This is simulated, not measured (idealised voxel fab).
Process module under the name voxel quadruple lines
It is cross-section cut that appears here, measuring 180 nm in width, its square cells being 5 nm in size.
The cross-sections in this document take the form of a grid made of square cells. They are written out as bands, in order from top to bottom. Each band consists of one or more rows of cells.
Per band: top height and bottom height in nm, followed by the left-to-right materials and their widths in nm; "all across" marks a single material spanning edge to edge, "empty" marks empty space.
All heights in this document are referenced to 0, defined as the level beneath which the wafer, as received, consists entirely of one material. The lowest band is not bounded below; it extends indefinitely downward and is written in the form "0 down".
A width given as "30..40" starts at the first number in the band's top row and ends at the second number in its bottom row, shifting by an equal amount at every step from row to row.
The cross-section has no changed cell in any step marked "changes: none".
Under "Encapsulated voids" you'll find the enclosed gaps, the ones with no way out to the top, that are 8 cells or bigger; each reads width x height at distance, with distance counted from the left edge, everything in nm.
On a step's line, text after the settings is the simulator commenting on that step.
"overlay nm" answers the question of how far to the right of plan the mask lay on a step that has a mask, and when it is negative the answer is to the left.

These are the steps we planned for the process
1) RECEIVE (material Si)
2) CONFORMAL_DEP (material Al2O3; thk nm 5)
3) DIRECTIONAL_DEP (material TiN; thk nm 10)
4) DIRECTIONAL_DEP (material polySi; thk nm 15)
5) DIRECTIONAL_DEP (material aC; thk nm 25)
6) PATTERN (tone cover; mask id MANDREL; material resist; width nm 25; thk nm 35; overlay nm 0)
7) DIRECTIONAL_ETCH (etch materials aC; depth nm 25)
8) STRIP (etch materials resist)
9) CONFORMAL_DEP (material SiO2; thk nm 15)
10) DIRECTIONAL_ETCH (etch materials SiO2; depth nm 15)
11) STRIP (etch materials aC)
12) DIRECTIONAL_ETCH (etch materials polySi; depth nm 15)
13) STRIP (etch materials SiO2)
14) CONFORMAL_DEP (material SiCN; thk nm 5)
15) DIRECTIONAL_ETCH (etch materials SiCN; depth nm 5)
16) STRIP (etch materials polySi)
17) DIRECTIONAL_ETCH (etch materials TiN; depth nm 10)
18) STRIP (etch materials SiCN)

So this is the incoming wafer in cross-section - it's already been through step 1
0 down: Si all across
Encapsulated voids: none

Cross-section: first of two wafers, module finished, run according to plan
15 to 5: empty: 55  TiN: 5  empty: 15  TiN: 5  empty: 15  TiN: 5  empty: 15  TiN: 5  empty: 60
5 to 0: Al2O3 all across
0 down: Si all across
Encapsulated voids: none

This cross-section belongs to the second wafer of two at the end of the module; the start and the plan were shared with the first, and the run included one mistake
15 to 5: empty: 50  TiN: 5  empty: 15  TiN: 5  empty: 25  TiN: 5  empty: 15  TiN: 5  empty: 55
5 to 0: Al2O3 all across
0 down: Si all across
Encapsulated voids: none
So what did we get wrong on this run? step 6: run off-plan, actual operation and settings PATTERN (tone cover; mask id MANDREL; material resist; width nm 35; thk nm 35; overlay nm 0)
Heads up: at the end the two wafers have identical cell counts per material, they're just laid out differently.
